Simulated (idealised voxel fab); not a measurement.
Herein follows the process module entitled voxel ribs on slabs.
This is section cut - it's 175 nm across, gridded in 5 nm square cells.
Cross-section spec: square-cell grid; bands listed top down; each band is one or more rows. Basically the band line says how high the top is and how high the bottom is, in nm, and then what's in it from left to right, every material with its width in nm. Empty space shows up as "air", and if a single material carries "throughout" it runs the full band edge to edge. Height is counted from the level 0, under which the received wafer is composed throughout of one material. The lowest of the bands is not closed at the bottom but continues downward, in the notation "0 nm and below". The expression "30->40" gives the width at the extremes of the band, the first number at its top row of cells and the second at its bottom row, with the width changing by equal amounts from each row to the next in between. The designation "remains unaltered", where it is given for a processing step, indicates that no cell of the cross-section was altered in the course of that step. Closed empty spaces (no open way to the top) of 8 cells or more are what "Voids, enclosed" lists, each as width x height at distance from the left edge, nm for all three. Heads up: the bit after the settings on a step's line is the simulator's remark on that step. The "overlay nm" setting may appear on a step's line; for a step that uses a mask, it gives how far to the right of its planned position the mask lay, and a negative value indicates the left.

-- These are the steps we planned for the process
| 1 | RECEIVE, material Si |
| 2 | DIRECTIONAL_DEP, material SiO2, thk nm 30 |
| 3 | DIRECTIONAL_DEP, material SiN, thk nm 20 |
| 4 | MASKED_ETCH, tone cover, mask id RIB, width nm 25, etch materials SiN, depth nm 5, overlay nm 0 |
| 5 | PATTERN, tone cover, mask id SLAB, material resist, width nm 85, thk nm 15, overlay nm 0 |
| 6 | DIRECTIONAL_ETCH, etch materials SiN, depth nm 15 |
| 7 | STRIP, etch materials resist |
| 8 | FILL_DEP, material SiO2, thk nm 20 |
| 9 | CMP, height nm 60 |
| 10 | DIRECTIONAL_DEP, material W, thk nm 5 |
| 11 | DIRECTIONAL_DEP, material aC, thk nm 10 |
| 12 | PATTERN, tone cover, mask id HEATER, material resist, width nm 35, thk nm 30, overlay nm 0 |
| 13 | DIRECTIONAL_ETCH, etch materials aC, depth nm 10 |
| 14 | STRIP, etch materials resist |
| 15 | DIRECTIONAL_ETCH, etch materials W, depth nm 5 |
| 16 | STRIP, etch materials aC |
| 17 | CONFORMAL_DEP, material SiN, thk nm 5 |

-- Cross-section: wafer on arrival = after step 1
    0 nm and below = Si throughout
    Voids, enclosed: none

-- Here's the cross-section of the first of our two wafers at the end of the module - it ran as planned
    70 nm to 65 nm = air: 65 | SiN: 45 | air: 65
    65 nm to 60 nm = SiN: 70 | W: 35 | SiN: 70
    60 nm to 50 nm = SiO2 throughout
    50 nm to 45 nm = SiO2: 75 | SiN: 25 | SiO2: 75
    45 nm to 30 nm = SiO2: 45 | SiN: 85 | SiO2: 45
    30 nm to 0 nm = SiO2 throughout
    0 nm and below = Si throughout
    Voids, enclosed: none

-- Cross-sectional image of the second wafer of the two following completion of the module. Starting state and process plan were the same as for the first wafer; one execution error occurred
    70 nm to 65 nm = air: 55 | SiN: 45 | air: 75
    65 nm to 60 nm = SiN: 60 | W: 35 | SiN: 80
    60 nm to 50 nm = SiO2 throughout
    50 nm to 45 nm = SiO2: 75 | SiN: 25 | SiO2: 75
    45 nm to 30 nm = SiO2: 45 | SiN: 85 | SiO2: 45
    30 nm to 0 nm = SiO2 throughout
    0 nm and below = Si throughout
    Voids, enclosed: none
Which mistake was made when the wafer was run? in deviation from the planned setting, step 12 was conducted as PATTERN, tone cover, mask id HEATER, material resist, width nm 35, thk nm 30, overlay nm -10
If you tally the cells, the second wafer ends up with the same amount of every material as the first; it's all just sitting in different places.
